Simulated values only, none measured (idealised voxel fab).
The following process module bears the name voxel transistor to metal.
It is cross-section cut that appears here, measuring 300 nm in width, its square cells being 5 nm in size.
If you're reading a cross-section in this doc, picture square cells in a grid; it comes to you as bands, top ones listed first down to the bottom, and a band can be one or more rows of cells.
Heads up on the band format: heights come first, top then bottom, in nm. After that it's the materials left to right, each with its width in nm. A single material flagged "throughout" fills the whole band edge to edge, and "air" means there's empty space there.
We count height from 0. Below that, the starting wafer is all one material. The lowest band never ends at the bottom but goes on down; see "from 0 down" for how that is written.
Read "30..40" as a graded width: first number on top, second number at the bottom, same change between each pair of neighbouring rows.
Any step labelled "no change occurred" changed none of the cells in the cross-section.
Empty spaces without an open route to the top, at least 8 cells in extent, make up the entry "Enclosed void list"; each is given as width x height at distance, where the distance is measured from the left edge, and all are in nm.
On each step's line, the part that comes after the settings is the simulator's own comment on the step.
overlay nm: right-of-plan distance of the mask on a masked step; negative values mean left-of-plan.
Pairs, read this way: before one process step on the one hand, after it on the other, the after cross-section ending at the lowest band that changed; the step between, settings included, beneath. Same starting wafer throughout, but possibly different runs of this module, so no pair continues from the pair above unless its entry headed "Pre-step section" says so.
PRE-STEP SECTION
    from 0 down = Si throughout
    Enclosed void list: none
STEP OUTCOME
    from 5 to 0 = SiO2 throughout
    Rest of section, below 0: as before.
    Enclosed void list: none
The structure shown above changes from one cross-section to the other through CONFORMAL_DEP | material SiO2 | thk nm 5
Pre-step section: the cross-section after the pair above
STEP OUTCOME
    from 15 to 5 = SiN throughout
    Rest of section, below 5: as before.
    Enclosed void list: none
The structure shown above changes from one cross-section to the other through CONFORMAL_DEP | material SiN | thk nm 10
Pre-step section: the cross-section after the pair above
STEP OUTCOME
    from 30 to 15 = aC throughout
    Rest of section, below 15: as before.
    Enclosed void list: none
The structure shown above changes from one cross-section to the other through DIRECTIONAL_DEP | material aC | thk nm 15
Pre-step section: the cross-section after the pair above
STEP OUTCOME
    from 60 to 30 = air: 30 / resist: 105 / air: 30 / resist: 105 / air: 30
    Rest of section, below 30: as before.
    Enclosed void list: none
The structure shown above changes from one cross-section to the other through PATTERN | tone cover | mask id ACTIVE | material resist | width nm 105 | pitch nm 135 | thk nm 30 | overlay nm 0
Pre-step section: the cross-section after the pair above
STEP OUTCOME
    from 45 to 30 = air: 30 / resist: 105 / air: 30 / resist: 105 / air: 30
    from 30 to 15 = air: 30 / aC: 105 / air: 30 / aC: 105 / air: 30
    Rest of section, below 15: as before.
    Enclosed void list: none
The structure shown above changes from one cross-section to the other through DIRECTIONAL_ETCH | etch materials aC | depth nm 15
Pre-step section: the cross-section after the pair above
STEP OUTCOME
    from 30 to 15 = air: 30 / aC: 105 / air: 30 / aC: 105 / air: 30
    Rest of section, below 15: as before.
    Enclosed void list: none
The structure shown above changes from one cross-section to the other through STRIP | etch materials resist
Pre-step section: the cross-section after the pair above
STEP OUTCOME
    from 30 to 15 = air: 30 / aC: 105 / air: 30 / aC: 105 / air: 30
    from 15 to 5 = air: 30 / SiN: 105 / air: 30 / SiN: 105 / air: 30
    Rest of section, below 5: as before.
    Enclosed void list: none
The structure shown above changes from one cross-section to the other through DIRECTIONAL_ETCH | etch materials SiN | depth nm 10
Pre-step section: the cross-section after the pair above
STEP OUTCOME
    from 30 to 15 = air: 30 / aC: 105 / air: 30 / aC: 105 / air: 30
    from 15 to 5 = air: 30 / SiN: 105 / air: 30 / SiN: 105 / air: 30
    from 5 to 0 = air: 30 / SiO2: 105 / air: 30 / SiO2: 105 / air: 30
    Rest of section, below 0: as before.
    Enclosed void list: none
The structure shown above changes from one cross-section to the other through DIRECTIONAL_ETCH | etch materials SiO2 | depth nm 5
Pre-step section: the cross-section after the pair above
STEP OUTCOME
    from 30 to 15 = air: 30 / aC: 105 / air: 30 / aC: 105 / air: 30
    from 15 to 5 = air: 30 / SiN: 105 / air: 30 / SiN: 105 / air: 30
    from 5 to 0 = air: 30 / SiO2: 105 / air: 30 / SiO2: 105 / air: 30
    from 0 to -35 = air: 30 / Si: 105 / air: 30 / Si: 105 / air: 30
    Rest of section, below -35: as before.
    Enclosed void list: none
The structure shown above changes from one cross-section to the other through DIRECTIONAL_ETCH | etch materials Si | depth nm 35
Pre-step section: the cross-section after the pair above
STEP OUTCOME
    from 15 to 5 = air: 30 / SiN: 105 / air: 30 / SiN: 105 / air: 30
    Rest of section, below 5: as before.
    Enclosed void list: none
The structure shown above changes from one cross-section to the other through STRIP | etch materials aC
Pre-step section: the cross-section after the pair above
STEP OUTCOME
    from 30 to 15 = SiO2 throughout
    from 15 to 5 = SiO2: 30 / SiN: 105 / SiO2: 30 / SiN: 105 / SiO2: 30
    from 5 to 0 = SiO2 throughout
    from 0 to -35 = SiO2: 30 / Si: 105 / SiO2: 30 / Si: 105 / SiO2: 30
    Rest of section, below -35: as before.
    Enclosed void list: none
The structure shown above changes from one cross-section to the other through FILL_DEP | material SiO2 | thk nm 15
Pre-step section: the cross-section after the pair above
STEP OUTCOME
    from 15 to 5 = SiO2: 30 / SiN: 105 / SiO2: 30 / SiN: 105 / SiO2: 30
    Rest of section, below 5: as before.
    Enclosed void list: none
The structure shown above changes from one cross-section to the other through CMP | height nm 15
Pre-step section: the cross-section after the pair above
STEP OUTCOME
    from 15 to 10 = air: 30 / SiN: 105 / air: 30 / SiN: 105 / air: 30
    Rest of section, below 10: as before.
    Enclosed void list: none
The structure shown above changes from one cross-section to the other through SELECTIVE_ETCH | etch materials SiO2 | depth nm 5
Pre-step section: the cross-section after the pair above
STEP OUTCOME
    from 10 to 5 = SiO2: 30 / air: 105 / SiO2: 30 / air: 105 / SiO2: 30
    Rest of section, below 5: as before.
    Enclosed void list: none
The structure shown above changes from one cross-section to the other through STRIP | etch materials SiN
Pre-step section: the cross-section after the pair above
STEP OUTCOME
    from 5 to 0 = SiO2: 25 / air: 115 / SiO2: 20 / air: 115 / SiO2: 25
    Rest of section, below 0: as before.
    Enclosed void list: none
The structure shown above changes from one cross-section to the other through SELECTIVE_ETCH | etch materials SiO2 | depth nm 5
Pre-step section: the cross-section after the pair above
STEP OUTCOME
    from 5 to 0 = SiO2: 25 / air: 115 / SiO2: 20 / air: 115 / SiO2: 25
    from 0 to -5 = SiO2 throughout
    Rest of section, below -5: as before.
    Enclosed void list: none
The structure shown above changes from one cross-section to the other through OXIDIZE | depth nm 5
Pre-step section: the cross-section after the pair above
STEP OUTCOME
    from 25 to 20 = polySi: 25 / air: 115 / polySi: 20 / air: 115 / polySi: 25
    from 20 to 5 = polySi throughout
    from 5 to 0 = SiO2: 25 / polySi: 115 / SiO2: 20 / polySi: 115 / SiO2: 25
    Rest of section, below 0: as before.
    Enclosed void list: none
The structure shown above changes from one cross-section to the other through DIRECTIONAL_DEP | material polySi | thk nm 20
Pre-step section: the cross-section after the pair above
STEP OUTCOME
    from 40 to 35 = SiCN: 25 / air: 115 / SiCN: 20 / air: 115 / SiCN: 25
    from 35 to 25 = SiCN throughout
    from 25 to 20 = polySi: 25 / SiCN: 115 / polySi: 20 / SiCN: 115 / polySi: 25
    Rest of section, below 20: as before.
    Enclosed void list: none
The structure shown above changes from one cross-section to the other through DIRECTIONAL_DEP | material SiCN | thk nm 15
Pre-step section: the cross-section after the pair above
STEP OUTCOME
    from 55 to 50 = aC: 25 / air: 115 / aC: 20 / air: 115 / aC: 25
    from 50 to 40 = aC throughout
    from 40 to 35 = SiCN: 25 / aC: 115 / SiCN: 20 / aC: 115 / SiCN: 25
    Rest of section, below 35: as before.
    Enclosed void list: none
The structure shown above changes from one cross-section to the other through DIRECTIONAL_DEP | material aC | thk nm 15
Pre-step section: the cross-section after the pair above
STEP OUTCOME
    from 85 to 55 = air: 70 / resist: 25 / air: 110 / resist: 25 / air: 70
    from 55 to 50 = aC: 25 / air: 45 / resist: 25 / air: 45 / aC: 20 / air: 45 / resist: 25 / air: 45 / aC: 25
    Rest of section, below 50: as before.
    Enclosed void list: none
The structure shown above changes from one cross-section to the other through PATTERN | tone cover | mask id GATE | material resist | width nm 25 | pitch nm 135 | thk nm 30 | overlay nm 0
Pre-step section: the cross-section after the pair above
STEP OUTCOME
    from 70 to 50 = air: 70 / resist: 25 / air: 110 / resist: 25 / air: 70
    from 50 to 40 = air: 70 / aC: 25 / air: 110 / aC: 25 / air: 70
    from 40 to 35 = SiCN: 25 / air: 45 / aC: 25 / air: 45 / SiCN: 20 / air: 45 / aC: 25 / air: 45 / SiCN: 25
    Rest of section, below 35: as before.
    Enclosed void list: none
The structure shown above changes from one cross-section to the other through DIRECTIONAL_ETCH | etch materials aC | depth nm 15
Pre-step section: the cross-section after the pair above
STEP OUTCOME
    from 50 to 40 = air: 70 / aC: 25 / air: 110 / aC: 25 / air: 70
    Rest of section, below 40: as before.
    Enclosed void list: none
The structure shown above changes from one cross-section to the other through STRIP | etch materials resist
Pre-step section: the cross-section after the pair above
STEP OUTCOME
    from 50 to 35 = air: 70 / aC: 25 / air: 110 / aC: 25 / air: 70
    from 35 to 25 = air: 70 / SiCN: 25 / air: 110 / SiCN: 25 / air: 70
    from 25 to 20 = polySi: 25 / air: 45 / SiCN: 25 / air: 45 / polySi: 20 / air: 45 / SiCN: 25 / air: 45 / polySi: 25
    Rest of section, below 20: as before.
    Enclosed void list: none
The structure shown above changes from one cross-section to the other through DIRECTIONAL_ETCH | etch materials SiCN | depth nm 25
Pre-step section: the cross-section after the pair above
STEP OUTCOME
    from 50 to 35 = air: 70 / aC: 25 / air: 110 / aC: 25 / air: 70
    from 35 to 20 = air: 70 / SiCN: 25 / air: 110 / SiCN: 25 / air: 70
    from 20 to 5 = air: 70 / polySi: 25 / air: 110 / polySi: 25 / air: 70
    from 5 to 0 = SiO2: 25 / air: 45 / polySi: 25 / air: 45 / SiO2: 20 / air: 45 / polySi: 25 / air: 45 / SiO2: 25
    Rest of section, below 0: as before.
    Enclosed void list: none
The structure shown above changes from one cross-section to the other through DIRECTIONAL_ETCH | etch materials polySi | depth nm 30
Pre-step section: the cross-section after the pair above
STEP OUTCOME
    from 35 to 20 = air: 70 / SiCN: 25 / air: 110 / SiCN: 25 / air: 70
    Rest of section, below 20: as before.
    Enclosed void list: none
The structure shown above changes from one cross-section to the other through STRIP | etch materials aC
Pre-step section: the cross-section after the pair above
STEP OUTCOME
    from 40 to 35 = air: 65 / SiO2: 35 / air: 100 / SiO2: 35 / air: 65
    from 35 to 20 = air: 65 / SiO2: 5 / SiCN: 25 / SiO2: 5 / air: 100 / SiO2: 5 / SiCN: 25 / SiO2: 5 / air: 65
    from 20 to 10 = air: 65 / SiO2: 5 / polySi: 25 / SiO2: 5 / air: 100 / SiO2: 5 / polySi: 25 / SiO2: 5 / air: 65
    from 10 to 5 = SiO2: 30 / air: 35 / SiO2: 5 / polySi: 25 / SiO2: 5 / air: 35 / SiO2: 30 / air: 35 / SiO2: 5 / polySi: 25 / SiO2: 5 / air: 35 / SiO2: 30
    from 5 to 0 = SiO2: 70 / polySi: 25 / SiO2: 110 / polySi: 25 / SiO2: 70
    Rest of section, below 0: as before.
    Enclosed void list: none
The structure shown above changes from one cross-section to the other through CONFORMAL_DEP | material SiO2 | thk nm 5
Pre-step section: the cross-section after the pair above
STEP OUTCOME
    from 35 to 20 = air: 65 / SiO2: 5 / SiCN: 25 / SiO2: 5 / air: 100 / SiO2: 5 / SiCN: 25 / SiO2: 5 / air: 65
    from 20 to 5 = air: 65 / SiO2: 5 / polySi: 25 / SiO2: 5 / air: 100 / SiO2: 5 / polySi: 25 / SiO2: 5 / air: 65
    from 5 to 0 = SiO2: 30 / air: 35 / SiO2: 5 / polySi: 25 / SiO2: 5 / air: 35 / SiO2: 30 / air: 35 / SiO2: 5 / polySi: 25 / SiO2: 5 / air: 35 / SiO2: 30
    Rest of section, below 0: as before.
    Enclosed void list: none
The structure shown above changes from one cross-section to the other through DIRECTIONAL_ETCH | etch materials SiO2 | depth nm 5
Pre-step section: the cross-section after the pair above
STEP OUTCOME
    from 40 to 35 = air: 60 / SiN: 45 / air: 90 / SiN: 45 / air: 60
    from 35 to 20 = air: 60 / SiN: 5 / SiO2: 5 / SiCN: 25 / SiO2: 5 / SiN: 5 / air: 90 / SiN: 5 / SiO2: 5 / SiCN: 25 / SiO2: 5 / SiN: 5 / air: 60
    from 20 to 10 = air: 60 / SiN: 5 / SiO2: 5 / polySi: 25 / SiO2: 5 / SiN: 5 / air: 90 / SiN: 5 / SiO2: 5 / polySi: 25 / SiO2: 5 / SiN: 5 / air: 60
    from 10 to 5 = SiN: 35 / air: 25 / SiN: 5 / SiO2: 5 / polySi: 25 / SiO2: 5 / SiN: 5 / air: 25 / SiN: 40 / air: 25 / SiN: 5 / SiO2: 5 / polySi: 25 / SiO2: 5 / SiN: 5 / air: 25 / SiN: 35
    from 5 to 0 = SiO2: 30 / SiN: 35 / SiO2: 5 / polySi: 25 / SiO2: 5 / SiN: 35 / SiO2: 30 / SiN: 35 / SiO2: 5 / polySi: 25 / SiO2: 5 / SiN: 35 / SiO2: 30
    Rest of section, below 0: as before.
    Enclosed void list: none
The structure shown above changes from one cross-section to the other through CONFORMAL_DEP | material SiN | thk nm 5
Pre-step section: the cross-section after the pair above
STEP OUTCOME
    from 35 to 20 = air: 60 / SiN: 5 / SiO2: 5 / SiCN: 25 / SiO2: 5 / SiN: 5 / air: 90 / SiN: 5 / SiO2: 5 / SiCN: 25 / SiO2: 5 / SiN: 5 / air: 60
    from 20 to 5 = air: 60 / SiN: 5 / SiO2: 5 / polySi: 25 / SiO2: 5 / SiN: 5 / air: 90 / SiN: 5 / SiO2: 5 / polySi: 25 / SiO2: 5 / SiN: 5 / air: 60
    from 5 to 0 = SiO2: 30 / SiN: 5 / air: 25 / SiN: 5 / SiO2: 5 / polySi: 25 / SiO2: 5 / SiN: 5 / air: 25 / SiN: 5 / SiO2: 30 / SiN: 5 / air: 25 / SiN: 5 / SiO2: 5 / polySi: 25 / SiO2: 5 / SiN: 5 / air: 25 / SiN: 5 / SiO2: 30
    Rest of section, below 0: as before.
    Enclosed void list: none
The structure shown above changes from one cross-section to the other through DIRECTIONAL_ETCH | etch materials SiN | depth nm 5
Pre-step section: the cross-section after the pair above
STEP OUTCOME
    from 35 to 30 = air: 60 / SiN: 5 / air: 5 / SiCN: 25 / air: 5 / SiN: 5 / air: 90 / SiN: 5 / air: 5 / SiCN: 25 / air: 5 / SiN: 5 / air: 60
    from 30 to 20 = air: 60 / SiN: 5 / SiO2: 5 / SiCN: 25 / SiO2: 5 / SiN: 5 / air: 90 / SiN: 5 / SiO2: 5 / SiCN: 25 / SiO2: 5 / SiN: 5 / air: 60
    from 20 to 5 = air: 60 / SiN: 5 / SiO2: 5 / polySi: 25 / SiO2: 5 / SiN: 5 / air: 90 / SiN: 5 / SiO2: 5 / polySi: 25 / SiO2: 5 / SiN: 5 / air: 60
    from 5 to 0 = air: 30 / SiN: 5 / air: 25 / SiN: 5 / SiO2: 5 / polySi: 25 / SiO2: 5 / SiN: 5 / air: 25 / SiN: 5 / air: 30 / SiN: 5 / air: 25 / SiN: 5 / SiO2: 5 / polySi: 25 / SiO2: 5 / SiN: 5 / air: 25 / SiN: 5 / air: 30
    from 0 to -5 = SiO2: 35 / air: 25 / SiO2: 45 / air: 25 / SiO2: 40 / air: 25 / SiO2: 45 / air: 25 / SiO2: 35
    Rest of section, below -5: as before.
    Enclosed void list: none
The structure shown above changes from one cross-section to the other through DIRECTIONAL_ETCH | etch materials SiO2 | depth nm 5
Pre-step section: the cross-section after the pair above
STEP OUTCOME
    from 35 to 30 = air: 60 / SiN: 5 / air: 5 / SiCN: 25 / air: 5 / SiN: 5 / air: 90 / SiN: 5 / air: 5 / SiCN: 25 / air: 5 / SiN: 5 / air: 60
    from 30 to 20 = air: 60 / SiN: 5 / SiO2: 5 / SiCN: 25 / SiO2: 5 / SiN: 5 / air: 90 / SiN: 5 / SiO2: 5 / SiCN: 25 / SiO2: 5 / SiN: 5 / air: 60
    from 20 to 5 = air: 60 / SiN: 5 / SiO2: 5 / polySi: 25 / SiO2: 5 / SiN: 5 / air: 90 / SiN: 5 / SiO2: 5 / polySi: 25 / SiO2: 5 / SiN: 5 / air: 60
    from 5 to 0 = air: 30 / SiN: 5 / air: 25 / SiN: 5 / SiO2: 5 / polySi: 25 / SiO2: 5 / SiN: 5 / air: 25 / SiN: 5 / air: 30 / SiN: 5 / air: 25 / SiN: 5 / SiO2: 5 / polySi: 25 / SiO2: 5 / SiN: 5 / air: 25 / SiN: 5 / air: 30
    from 0 to -5 = SiO2: 35 / air: 25 / SiO2: 45 / air: 25 / SiO2: 40 / air: 25 / SiO2: 45 / air: 25 / SiO2: 35
    from -5 to -20 = SiO2: 30 / Si: 5 / air: 25 / Si: 45 / air: 25 / Si: 5 / SiO2: 30 / Si: 5 / air: 25 / Si: 45 / air: 25 / Si: 5 / SiO2: 30
    Rest of section, below -20: as before.
    Enclosed void list: none
The structure shown above changes from one cross-section to the other through DIRECTIONAL_ETCH | etch materials Si | depth nm 15
Pre-step section: the cross-section after the pair above
STEP OUTCOME
    from 35 to 30 = air: 60 / SiN: 5 / air: 5 / SiCN: 25 / air: 5 / SiN: 5 / air: 90 / SiN: 5 / air: 5 / SiCN: 25 / air: 5 / SiN: 5 / air: 60
    from 30 to 20 = air: 60 / SiN: 5 / SiO2: 5 / SiCN: 25 / SiO2: 5 / SiN: 5 / air: 90 / SiN: 5 / SiO2: 5 / SiCN: 25 / SiO2: 5 / SiN: 5 / air: 60
    from 20 to 10 = air: 60 / SiN: 5 / SiO2: 5 / polySi: 25 / SiO2: 5 / SiN: 5 / air: 90 / SiN: 5 / SiO2: 5 / polySi: 25 / SiO2: 5 / SiN: 5 / air: 60
    from 10 to 5 = air: 30 / nSi: 30 / SiN: 5 / SiO2: 5 / polySi: 25 / SiO2: 5 / SiN: 5 / nSi: 30 / air: 30 / nSi: 30 / SiN: 5 / SiO2: 5 / polySi: 25 / SiO2: 5 / SiN: 5 / nSi: 30 / air: 30
    from 5 to 0 = air: 30 / SiN: 5 / nSi: 25 / SiN: 5 / SiO2: 5 / polySi: 25 / SiO2: 5 / SiN: 5 / nSi: 25 / SiN: 5 / air: 30 / SiN: 5 / nSi: 25 / SiN: 5 / SiO2: 5 / polySi: 25 / SiO2: 5 / SiN: 5 / nSi: 25 / SiN: 5 / air: 30
    from 0 to -5 = SiO2: 35 / nSi: 25 / SiO2: 45 / nSi: 25 / SiO2: 40 / nSi: 25 / SiO2: 45 / nSi: 25 / SiO2: 35
    from -5 to -20 = SiO2: 30 / Si: 5 / nSi: 25 / Si: 45 / nSi: 25 / Si: 5 / SiO2: 30 / Si: 5 / nSi: 25 / Si: 45 / nSi: 25 / Si: 5 / SiO2: 30
    Rest of section, below -20: as before.
    Enclosed void list: none
The structure shown above changes from one cross-section to the other through EPI | material nSi | thk nm 15
Pre-step section: the cross-section after the pair above
STEP OUTCOME
    from 45 to 35 = SiO2 throughout
    from 35 to 20 = SiO2: 60 / SiN: 5 / SiO2: 5 / SiCN: 25 / SiO2: 5 / SiN: 5 / SiO2: 90 / SiN: 5 / SiO2: 5 / SiCN: 25 / SiO2: 5 / SiN: 5 / SiO2: 60
    from 20 to 10 = SiO2: 60 / SiN: 5 / SiO2: 5 / polySi: 25 / SiO2: 5 / SiN: 5 / SiO2: 90 / SiN: 5 / SiO2: 5 / polySi: 25 / SiO2: 5 / SiN: 5 / SiO2: 60
    from 10 to 5 = SiO2: 30 / nSi: 30 / SiN: 5 / SiO2: 5 / polySi: 25 / SiO2: 5 / SiN: 5 / nSi: 30 / SiO2: 30 / nSi: 30 / SiN: 5 / SiO2: 5 / polySi: 25 / SiO2: 5 / SiN: 5 / nSi: 30 / SiO2: 30
    from 5 to 0 = SiO2: 30 / SiN: 5 / nSi: 25 / SiN: 5 / SiO2: 5 / polySi: 25 / SiO2: 5 / SiN: 5 / nSi: 25 / SiN: 5 / SiO2: 30 / SiN: 5 / nSi: 25 / SiN: 5 / SiO2: 5 / polySi: 25 / SiO2: 5 / SiN: 5 / nSi: 25 / SiN: 5 / SiO2: 30
    Rest of section, below 0: as before.
    Enclosed void list: none
The structure shown above changes from one cross-section to the other through FILL_DEP | material SiO2 | thk nm 10
Pre-step section: the cross-section after the pair above
STEP OUTCOME
    from 35 to 20 = SiO2: 60 / SiN: 5 / SiO2: 5 / SiCN: 25 / SiO2: 5 / SiN: 5 / SiO2: 90 / SiN: 5 / SiO2: 5 / SiCN: 25 / SiO2: 5 / SiN: 5 / SiO2: 60
    Rest of section, below 20: as before.
    Enclosed void list: none
The structure shown above changes from one cross-section to the other through CMP | height nm 35
Pre-step section: the cross-section after the pair above
STEP OUTCOME
    from 50 to 35 = SiO2 throughout
    Rest of section, below 35: as before.
    Enclosed void list: none
The structure shown above changes from one cross-section to the other through DIRECTIONAL_DEP | material SiO2 | thk nm 15
Pre-step section: the cross-section after the pair above
STEP OUTCOME
    from 65 to 50 = resist: 35 / air: 20 / resist: 55 / air: 20 / resist: 40 / air: 20 / resist: 55 / air: 20 / resist: 35
    Rest of section, below 50: as before.
    Enclosed void list: none
The structure shown above changes from one cross-section to the other through PATTERN | tone open | mask id CONTACT | material resist | width nm 20 | thk nm 15 | overlay nm 0
Pre-step section: the cross-section after the pair above
STEP OUTCOME
    from 65 to 50 = resist: 35 / air: 20 / resist: 55 / air: 20 / resist: 40 / air: 20 / resist: 55 / air: 20 / resist: 35
    from 50 to 35 = SiO2: 35 / air: 20 / SiO2: 55 / air: 20 / SiO2: 40 / air: 20 / SiO2: 55 / air: 20 / SiO2: 35
    from 35 to 20 = SiO2: 35 / air: 20 / SiO2: 5 / SiN: 5 / SiO2: 5 / SiCN: 25 / SiO2: 5 / SiN: 5 / SiO2: 5 / air: 20 / SiO2: 40 / air: 20 / SiO2: 5 / SiN: 5 / SiO2: 5 / SiCN: 25 / SiO2: 5 / SiN: 5 / SiO2: 5 / air: 20 / SiO2: 35
    from 20 to 10 = SiO2: 35 / air: 20 / SiO2: 5 / SiN: 5 / SiO2: 5 / polySi: 25 / SiO2: 5 / SiN: 5 / SiO2: 5 / air: 20 / SiO2: 40 / air: 20 / SiO2: 5 / SiN: 5 / SiO2: 5 / polySi: 25 / SiO2: 5 / SiN: 5 / SiO2: 5 / air: 20 / SiO2: 35
    Rest of section, below 10: as before.
    Enclosed void list: none
The structure shown above changes from one cross-section to the other through DIRECTIONAL_ETCH | etch materials SiO2 | depth nm 40
Pre-step section: the cross-section after the pair above
STEP OUTCOME
    from 50 to 35 = SiO2: 35 / air: 20 / SiO2: 55 / air: 20 / SiO2: 40 / air: 20 / SiO2: 55 / air: 20 / SiO2: 35
    Rest of section, below 35: as before.
    Enclosed void list: none
The structure shown above changes from one cross-section to the other through STRIP | etch materials resist
Pre-step section: the cross-section after the pair above
STEP OUTCOME
    from 55 to 50 = TiN: 40 / air: 10 / TiN: 65 / air: 10 / TiN: 50 / air: 10 / TiN: 65 / air: 10 / TiN: 40
    from 50 to 35 = SiO2: 35 / TiN: 5 / air: 10 / TiN: 5 / SiO2: 55 / TiN: 5 / air: 10 / TiN: 5 / SiO2: 40 / TiN: 5 / air: 10 / TiN: 5 / SiO2: 55 / TiN: 5 / air: 10 / TiN: 5 / SiO2: 35
    from 35 to 20 = SiO2: 35 / TiN: 5 / air: 10 / TiN: 5 / SiO2: 5 / SiN: 5 / SiO2: 5 / SiCN: 25 / SiO2: 5 / SiN: 5 / SiO2: 5 / TiN: 5 / air: 10 / TiN: 5 / SiO2: 40 / TiN: 5 / air: 10 / TiN: 5 / SiO2: 5 / SiN: 5 / SiO2: 5 / SiCN: 25 / SiO2: 5 / SiN: 5 / SiO2: 5 / TiN: 5 / air: 10 / TiN: 5 / SiO2: 35
    from 20 to 15 = SiO2: 35 / TiN: 5 / air: 10 / TiN: 5 / SiO2: 5 / SiN: 5 / SiO2: 5 / polySi: 25 / SiO2: 5 / SiN: 5 / SiO2: 5 / TiN: 5 / air: 10 / TiN: 5 / SiO2: 40 / TiN: 5 / air: 10 / TiN: 5 / SiO2: 5 / SiN: 5 / SiO2: 5 / polySi: 25 / SiO2: 5 / SiN: 5 / SiO2: 5 / TiN: 5 / air: 10 / TiN: 5 / SiO2: 35
    from 15 to 10 = SiO2: 35 / TiN: 20 / SiO2: 5 / SiN: 5 / SiO2: 5 / polySi: 25 / SiO2: 5 / SiN: 5 / SiO2: 5 / TiN: 20 / SiO2: 40 / TiN: 20 / SiO2: 5 / SiN: 5 / SiO2: 5 / polySi: 25 / SiO2: 5 / SiN: 5 / SiO2: 5 / TiN: 20 / SiO2: 35
    Rest of section, below 10: as before.
    Enclosed void list: none
The structure shown above changes from one cross-section to the other through CONFORMAL_DEP | material TiN | thk nm 5
Pre-step section: the cross-section after the pair above
STEP OUTCOME
    from 60 to 55 = W throughout
    from 55 to 50 = TiN: 40 / W: 10 / TiN: 65 / W: 10 / TiN: 50 / W: 10 / TiN: 65 / W: 10 / TiN: 40
    from 50 to 35 = SiO2: 35 / TiN: 5 / W: 10 / TiN: 5 / SiO2: 55 / TiN: 5 / W: 10 / TiN: 5 / SiO2: 40 / TiN: 5 / W: 10 / TiN: 5 / SiO2: 55 / TiN: 5 / W: 10 / TiN: 5 / SiO2: 35
    from 35 to 20 = SiO2: 35 / TiN: 5 / W: 10 / TiN: 5 / SiO2: 5 / SiN: 5 / SiO2: 5 / SiCN: 25 / SiO2: 5 / SiN: 5 / SiO2: 5 / TiN: 5 / W: 10 / TiN: 5 / SiO2: 40 / TiN: 5 / W: 10 / TiN: 5 / SiO2: 5 / SiN: 5 / SiO2: 5 / SiCN: 25 / SiO2: 5 / SiN: 5 / SiO2: 5 / TiN: 5 / W: 10 / TiN: 5 / SiO2: 35
    from 20 to 15 = SiO2: 35 / TiN: 5 / W: 10 / TiN: 5 / SiO2: 5 / SiN: 5 / SiO2: 5 / polySi: 25 / SiO2: 5 / SiN: 5 / SiO2: 5 / TiN: 5 / W: 10 / TiN: 5 / SiO2: 40 / TiN: 5 / W: 10 / TiN: 5 / SiO2: 5 / SiN: 5 / SiO2: 5 / polySi: 25 / SiO2: 5 / SiN: 5 / SiO2: 5 / TiN: 5 / W: 10 / TiN: 5 / SiO2: 35
    Rest of section, below 15: as before.
    Enclosed void list: none
The structure shown above changes from one cross-section to the other through FILL_DEP | material W | thk nm 5
Pre-step section: the cross-section after the pair above
STEP OUTCOME
    from 50 to 35 = SiO2: 35 / TiN: 5 / W: 10 / TiN: 5 / SiO2: 55 / TiN: 5 / W: 10 / TiN: 5 / SiO2: 40 / TiN: 5 / W: 10 / TiN: 5 / SiO2: 55 / TiN: 5 / W: 10 / TiN: 5 / SiO2: 35
    Rest of section, below 35: as before.
    Enclosed void list: none
The structure shown above changes from one cross-section to the other through CMP | height nm 50
Pre-step section: the cross-section after the pair above
STEP OUTCOME
    from 55 to 50 = SiCN throughout
    Rest of section, below 50: as before.
    Enclosed void list: none
The structure shown above changes from one cross-section to the other through CONFORMAL_DEP | material SiCN | thk nm 5
Pre-step section: the cross-section after the pair above
STEP OUTCOME
    from 80 to 55 = SiO2 throughout
    Rest of section, below 55: as before.
    Enclosed void list: none
The structure shown above changes from one cross-section to the other through DIRECTIONAL_DEP | material SiO2 | thk nm 25
Pre-step section: the cross-section after the pair above
STEP OUTCOME
    from 95 to 80 = resist: 35 / air: 20 / resist: 55 / air: 20 / resist: 40 / air: 20 / resist: 55 / air: 20 / resist: 35
    Rest of section, below 80: as before.
    Enclosed void list: none
The structure shown above changes from one cross-section to the other through PATTERN | tone open | mask id METAL_1 | material resist | width nm 20 | thk nm 15 | overlay nm 0
Pre-step section: the cross-section after the pair above
STEP OUTCOME
    from 95 to 80 = resist: 35 / air: 20 / resist: 55 / air: 20 / resist: 40 / air: 20 / resist: 55 / air: 20 / resist: 35
    from 80 to 55 = SiO2: 35 / air: 20 / SiO2: 55 / air: 20 / SiO2: 40 / air: 20 / SiO2: 55 / air: 20 / SiO2: 35
    Rest of section, below 55: as before.
    Enclosed void list: none
The structure shown above changes from one cross-section to the other through DIRECTIONAL_ETCH | etch materials SiO2 | depth nm 25
Pre-step section: the cross-section after the pair above
STEP OUTCOME
    from 95 to 80 = resist: 35 / air: 20 / resist: 55 / air: 20 / resist: 40 / air: 20 / resist: 55 / air: 20 / resist: 35
    from 80 to 55 = SiO2: 35 / air: 20 / SiO2: 55 / air: 20 / SiO2: 40 / air: 20 / SiO2: 55 / air: 20 / SiO2: 35
    from 55 to 50 = SiCN: 35 / air: 20 / SiCN: 55 / air: 20 / SiCN: 40 / air: 20 / SiCN: 55 / air: 20 / SiCN: 35
    Rest of section, below 50: as before.
    Enclosed void list: none
The structure shown above changes from one cross-section to the other through DIRECTIONAL_ETCH | etch materials SiCN | depth nm 5
Pre-step section: the cross-section after the pair above
STEP OUTCOME
    from 80 to 55 = SiO2: 35 / air: 20 / SiO2: 55 / air: 20 / SiO2: 40 / air: 20 / SiO2: 55 / air: 20 / SiO2: 35
    Rest of section, below 55: as before.
    Enclosed void list: none
The structure shown above changes from one cross-section to the other through STRIP | etch materials resist
Pre-step section: the cross-section after the pair above
STEP OUTCOME
    from 85 to 80 = TiN: 40 / air: 10 / TiN: 65 / air: 10 / TiN: 50 / air: 10 / TiN: 65 / air: 10 / TiN: 40
    from 80 to 55 = SiO2: 35 / TiN: 5 / air: 10 / TiN: 5 / SiO2: 55 / TiN: 5 / air: 10 / TiN: 5 / SiO2: 40 / TiN: 5 / air: 10 / TiN: 5 / SiO2: 55 / TiN: 5 / air: 10 / TiN: 5 / SiO2: 35
    from 55 to 50 = SiCN: 35 / TiN: 20 / SiCN: 55 / TiN: 20 / SiCN: 40 / TiN: 20 / SiCN: 55 / TiN: 20 / SiCN: 35
    Rest of section, below 50: as before.
    Enclosed void list: none
The structure shown above changes from one cross-section to the other through CONFORMAL_DEP | material TiN | thk nm 5
